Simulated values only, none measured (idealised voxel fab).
Proc. module: voxel self aligned contacts
Section shown: cut. Width: 175 nm. Cell size: 5 nm, square.
If you're reading a cross-section in this doc, picture square cells in a grid; it comes to you as bands, top ones listed first down to the bottom, and a band can be one or more rows of cells. This entry defines a band. It first specifies the height of the band's top and the height of its bottom in nm, and then specifies the band's materials from left to right, stating each material with its width in nm. The word "all across" identifies a single material that fills the band from edge to edge, while the word "air" identifies empty space. Heights are reckoned from 0. Under this level, the received wafer is all of one material. The bottommost band is open-ended downward, for example "0 down". The width entry "30..40" should be interpreted row by row: the top row of cells in the band takes the first number, the bottom row takes the second number, and the change between adjacent rows is uniform throughout. Where the words "nothing altered" appear for a step, the cross-section shows no cell changed by that step; every cell remained as before. "Enclosed void entries" contains a list of empty spaces, each no smaller than 8 cells and without an open way to the top, written in the form width x height at distance with the distance from the left edge and all three in nm. Read whatever lies past the settings on a step's line as the simulator's own remark about the step. "overlay nm", when on a step's line for a step with a mask, measures how far to the right of its planned place the mask lay; a negative measure means to the left.
**Intended process steps**
1,RECEIVE [material Si]
2,CONFORMAL_DEP [material SiO2] [thk nm 5]
3,DIRECTIONAL_DEP [material polySi] [thk nm 25]
4,DIRECTIONAL_DEP [material SiN] [thk nm 15]
5,DIRECTIONAL_DEP [material aC] [thk nm 10]
6,PATTERN [tone cover] [mask id GATE] [material resist] [width nm 30] [pitch nm 55] [thk nm 30] [overlay nm 0]
7,DIRECTIONAL_ETCH [etch materials aC] [depth nm 10]
8,STRIP [etch materials resist]
9,DIRECTIONAL_ETCH [etch materials SiN] [depth nm 15]
10,DIRECTIONAL_ETCH [etch materials polySi] [depth nm 25]
11,STRIP [etch materials aC]
12,CONFORMAL_DEP [material SiN] [thk nm 5]
13,DIRECTIONAL_ETCH [etch materials SiN] [depth nm 5]
14,FILL_DEP [material SiO2] [thk nm 20]
15,CMP [height nm 55]
16,MASKED_ETCH [tone open] [mask id CONTACT] [width nm 35] [etch materials SiO2] [depth nm 55] [overlay nm 0]
17,CONFORMAL_DEP [material TiN] [thk nm 5]
18,FILL_DEP [material Ru] [thk nm 5]
19,CMP [height nm 55]
20,CONFORMAL_DEP [material SiCN] [thk nm 5]
**Cross-sectional view of the wafer in its as-received condition, corresponding to the state after step 1**
- 0 down = Si all across
- Enclosed void entries: none
**The first of the two wafers as seen in cross-section once the module was finished; processing followed the plan**
- 60 to 55 = SiCN all across
- 55 to 45 = 70 SiO2 / 5..15 TiN / 25..5 Ru / 5..15 TiN / 70 SiO2
- 45 to 30 = 40 SiO2 / 40 SiN / 5 TiN / 5 Ru / 5 TiN / 40 SiN / 40 SiO2
- 30 to 5 = 40 SiO2 / 5 SiN / 30 polySi / 5 SiN / 5 TiN / 5 Ru / 5 TiN / 5 SiN / 30 polySi / 5 SiN / 40 SiO2
- 5 to 0 = 80 SiO2 / 15 TiN / 80 SiO2
- 0 down = Si all across
- Enclosed void entries: none
**End-of-module cross-section of the second wafer: identical starting point and process plan to the first, with one processing mistake**
- 60 to 55 = SiCN all across
- 55 to 50 = 40 SiO2 / 40 SiN / 5 TiN / 5 Ru / 5 TiN / 40 SiN / 40 SiO2
- 50 to 45 = 40 SiO2 / 40 SiN / 15 TiN / 40 SiN / 40 SiO2
- 45 to 30 = SiN all across
- 30 to 5 = polySi all across
- 5 to 0 = SiO2 all across
- 0 down = Si all across
- Enclosed void entries: none
What broke from the plan during processing? step 4 of the plan was performed twice
Once processing is complete, comparing cell counts shows that the second wafer has more or fewer of certain materials than the first: 13 fewer of Ru, 69 more of SiN, 149 fewer of SiO2, 22 fewer of TiN, 115 more of polySi
